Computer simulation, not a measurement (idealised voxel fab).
Process module, titled voxel released beams
Square cells of 5 nm make up the cross-section cut, whose width is 210 nm.
Bands, listed from the top down, are how a cross-section gets written in this document; the cross-section itself is a grid of square cells, and a band is one or more rows of them. The band entry comprises the height of the band's top followed by the height of its bottom, expressed in nm, and subsequently the band's materials from left to right, each stated together with its width in nm. Where a single material is marked with the word "all across", that material fills the band from edge to edge. The word "air" represents empty space. Heights are reckoned from 0. Under this level, the received wafer is all of one material. The bottommost band is open-ended downward, for example "0 -> down". The expression "30 to 40" gives the width at the extremes of the band, the first number at its top row of cells and the second at its bottom row, with the width changing by equal amounts from each row to the next in between. Step marked "remained unchanged"? Then no cell in the cross-section changed in it. This entry, "Tabulated closed voids", enumerates those empty regions of no fewer than 8 cells that possess no open connection to the top. Each region is reported in the form width x height at distance, the distance being taken from the left edge, with all three quantities expressed in nm. That trailing text on a step's line, after the settings, is the simulator's own remark on the step. overlay nm: step with mask; distance mask lay right of planned place; negative value = left of planned place.
**Process steps foreseen in the plan**
step 1: RECEIVE,material Si
step 2: CONFORMAL_DEP,material Al2O3,thk nm 5
step 3: DIRECTIONAL_DEP,material SiO2,thk nm 15
step 4: DIRECTIONAL_DEP,material aC,thk nm 15
step 5: PATTERN,tone open,mask id ANCHOR,material resist,width nm 30,thk nm 30,overlay nm 0
step 6: DIRECTIONAL_ETCH,etch materials aC,depth nm 15
step 7: STRIP,etch materials resist
step 8: DIRECTIONAL_ETCH,etch materials SiO2,depth nm 15
step 9: STRIP,etch materials aC
step 10: CONFORMAL_DEP,material SiN,thk nm 10
step 11: MASKED_ETCH,tone cover,mask id BEAM,width nm 90,etch materials SiN,depth nm 10,overlay nm 0
step 12: STRIP,etch materials SiO2
**Shown in cross-section is the wafer as received, that is, as it stands after step 1**
  0 -> down | Si all across
  Tabulated closed voids: none
**This is how the wafer looks in cross-section once the module is done, given the starting state and plan above and one mistake in carrying the plan out**
  40 -> 30 | 55 nm air  15 nm SiN  10 nm air  65 nm SiN  65 nm air
  30 -> 25 | 60 nm air  10 nm SiN  10 nm air  10 nm SiN  120 nm air
  25 -> 15 | 60 nm air  30 nm SiN  120 nm air
  15 -> 0 | Al2O3 all across
  0 -> down | Si all across
  Tabulated closed voids: none
What broke from the plan during processing? so step 2 ended up running with a different setting than we planned, it ran as CONFORMAL_DEP,material Al2O3,thk nm 15
